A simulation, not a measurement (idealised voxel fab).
Name of the process module below: voxel gate over fins
Section shown: cut. Width: 230 nm. Cell size: 5 nm, square.
Reading order for cross-sections: top band down to bottom band. Underlying form: a grid of square cells. Band size: one or more rows of cells.
Quick guide to a band line: top height, bottom height (nm) up front; then every material left to right with its width in nm. Only one material and it's marked "full width"? Then it fills the band edge to edge. And "air" just means empty space.
Measure heights from 0. That's the level where, below it, the as-received wafer is all one material. The lowest band is bottomless and extends downward; write it as in "0 -> down".
A width such as "30->40" changes by the same amount from each row of cells to the next, from the band's top row to its bottom row.
You'll sometimes find "remained unchanged" written for a step, and that's the way of saying that nowhere in the cross-section did a cell change during that step.
"Enclosed void list" lists enclosed empty spaces (at least 8 cells, no open path upward to the top), each as width x height at distance from the left edge, in nm.
Text after the settings on a step's line: the simulator's own remark on that step.
If you see "overlay nm" on a step's line and that step has a mask, it's telling you how far right of where it was planned the mask ended up; a negative number means it went left instead.

# plan
step 1: op RECEIVE | material Si
step 2: op CONFORMAL_DEP | material SiN | thk nm 5
step 3: op MASKED_ETCH | tone cover | mask id FINS | width nm 15 | pitch nm 45 | etch materials SiN | depth nm 5 | overlay nm 0
step 4: op MASKED_ETCH | tone cover | mask id FINS | width nm 15 | pitch nm 45 | etch materials Si | depth nm 40 | overlay nm 0
step 5: op FILL_DEP | material SiO2 | thk nm 5
step 6: op CMP | height nm 5
step 7: op SELECTIVE_ETCH | etch materials SiO2 | depth nm 15
step 8: op STRIP | etch materials SiN
step 9: op CONFORMAL_DEP | material HfO2 | thk nm 5
step 10: op CONFORMAL_DEP | material TiN | thk nm 5
step 11: op FILL_DEP | material W | thk nm 10
step 12: op CMP | height nm 15
step 13: op CONFORMAL_DEP | material SiCN | thk nm 5

# So this is the incoming wafer in cross-section - it's already been through step 1
	0 -> down = Si full width
	Enclosed void list: none

# Wafer cross-section at end of module: start and plan as shown above, one execution error
	20 -> 15 = SiCN full width
	15 -> 10 = W full width
	10 -> 5 = W 75 nm, then HfO2 35 nm, then W 10 nm, then HfO2 35 nm, then W 75 nm
	5 -> 0 = W 75 nm, then HfO2 5 nm, then TiN 25 nm, then HfO2 5 nm, then W 10 nm, then HfO2 5 nm, then TiN 25 nm, then HfO2 5 nm, then W 75 nm
	0 -> -5 = HfO2 80 nm, then TiN 5 nm, then Si 15 nm, then TiN 5 nm, then HfO2 20 nm, then TiN 5 nm, then Si 15 nm, then TiN 5 nm, then HfO2 80 nm
	-5 -> -10 = TiN 85 nm, then Si 15 nm, then TiN 30 nm, then Si 15 nm, then TiN 85 nm
	-10 -> -40 = SiO2 85 nm, then Si 15 nm, then SiO2 30 nm, then Si 15 nm, then SiO2 85 nm
	-40 -> down = Si full width
	Enclosed void list: none
Nonconformance to the process plan: steps 9 and 10 were swapped
